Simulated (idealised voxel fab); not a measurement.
The following is a process module called voxel self aligned contacts.
Xsec cut, 155 nm wide, square cell size 5 nm.
Square cells in a grid make up a cross-section in this document, and the grid is given as bands, listed from the top down, each one or more rows of cells.
Basically the band line says how high the top is and how high the bottom is, in nm, and then what's in it from left to right, every material with its width in nm. Empty space shows up as "air", and if a single material carries "throughout" it runs the full band edge to edge.
A quick word on heights: they are counted from 0, and under that level the wafer as it came to us is one material throughout. The lowest band is different from the rest in having no bottom; it simply continues downward, written as in "0 and below".
So if you see something like "30 to 40" for the width, read it as the top row of the band sitting at the first number and the bottom row at the second, with every row in between moving by the same amount as the last.
When a step is marked "remains unaltered", none of the cells in the cross-section changed during that step.
The label "Enclosed internal voids" introduces a list of the empty spaces, 8 cells or larger, that have no open way up to the top; each entry in it reads width x height at distance, where the distance is taken from the left edge and all three are stated in nm.
Text after the settings on a step's line: the simulator's own remark on that step.
The line of a step may include "overlay nm". On a step with a mask, this value is how far to the right of its planned place the mask lay. A negative value means the mask lay to the left.

[Listed below are the process steps as planned]
1: op RECEIVE | material Si
2: op OXIDIZE | depth nm 5
3: op DIRECTIONAL_DEP | material polySi | thk nm 30
4: op DIRECTIONAL_DEP | material SiN | thk nm 25
5: op PATTERN | tone cover | mask id GATE | material resist | width nm 25 | pitch nm 65 | thk nm 20 | overlay nm 0
6: op DIRECTIONAL_ETCH | etch materials SiN | depth nm 25
7: op DIRECTIONAL_ETCH | etch materials polySi | depth nm 30
8: op STRIP | etch materials resist
9: op CONFORMAL_DEP | material SiN | thk nm 10
10: op DIRECTIONAL_ETCH | etch materials SiN | depth nm 10
11: op FILL_DEP | material SiO2 | thk nm 20
12: op CMP | height nm 65
13: op PATTERN | tone open | mask id CONTACT | material resist | width nm 40 | thk nm 20 | overlay nm 0
14: op DIRECTIONAL_ETCH | etch materials SiO2 | depth nm 70
15: op STRIP | etch materials resist
16: op CONFORMAL_DEP | material TiN | thk nm 5
17: op FILL_DEP | material W | thk nm 5
18: op CMP | height nm 65
19: op CONFORMAL_DEP | material SiN | thk nm 5
All wafers enter the flow in the same state. The width nm at step 13 differs from wafer to wafer, and the plan gives the value for the first wafer.

[Cross-section of the first of several wafers on receipt, reflecting completion of step 1]
- 0 and below | Si throughout
- Enclosed internal voids: none

[At the end of the module, after its last step, step 19, the first of several wafers appears in cross-section as follows]
- 70 down to 65 | SiN throughout
- 65 down to 55 | 55 of SiO2; 5 to 15 of TiN; 30 to 10 of W; 5 to 15 of TiN; 60 of SiO2
- 55 down to 30 | 20 of SiO2; 45 of SiN; 5 of TiN; 10 of W; 5 of TiN; 45 of SiN; 25 of SiO2
- 30 down to 0 | 20 of SiO2; 10 of SiN; 25 of polySi; 10 of SiN; 5 of TiN; 10 of W; 5 of TiN; 10 of SiN; 25 of polySi; 10 of SiN; 25 of SiO2
- 0 down to -5 | 65 of SiO2; 20 of TiN; 70 of SiO2
- -5 and below | Si throughout
- Enclosed internal voids: none

[Of the several wafers, the last: cross-section at the end of the module]
- 70 down to 65 | SiN throughout
- 65 down to 55 | 45 of SiO2; 5 to 25 of TiN; 55 to 10 of W; 5 to 30 of TiN; 45 of SiO2
- 55 down to 30 | 20 of SiO2; 45 of SiN; 5 of TiN; 10 of W; 5 of TiN; 45 of SiN; 25 of SiO2
- 30 down to 0 | 20 of SiO2; 10 of SiN; 25 of polySi; 10 of SiN; 5 of TiN; 10 of W; 5 of TiN; 10 of SiN; 25 of polySi; 10 of SiN; 25 of SiO2
- 0 down to -5 | 65 of SiO2; 20 of TiN; 70 of SiO2
- -5 and below | Si throughout
- Enclosed internal voids: none

[Per wafer, end of module: cells gained (+) or lost (-) per material since receipt, then closed voids]
width nm 40, -31 Si, +169 SiN, +172 SiO2, +34 TiN, +30 W, +60 polySi, Enclosed internal voids: none
width nm 45, -31 Si, +169 SiN, +170 SiO2, +35 TiN, +31 W, +60 polySi, Enclosed internal voids: none
width nm 50, -31 Si, +169 SiN, +168 SiO2, +36 TiN, +32 W, +60 polySi, Enclosed internal voids: none
width nm 55, -31 Si, +169 SiN, +166 SiO2, +37 TiN, +33 W, +60 polySi, Enclosed internal voids: none
width nm 60, -31 Si, +169 SiN, +164 SiO2, +38 TiN, +34 W, +60 polySi, Enclosed internal voids: none
width nm 65, -31 Si, +169 SiN, +162 SiO2, +39 TiN, +35 W, +60 polySi, Enclosed internal voids: none
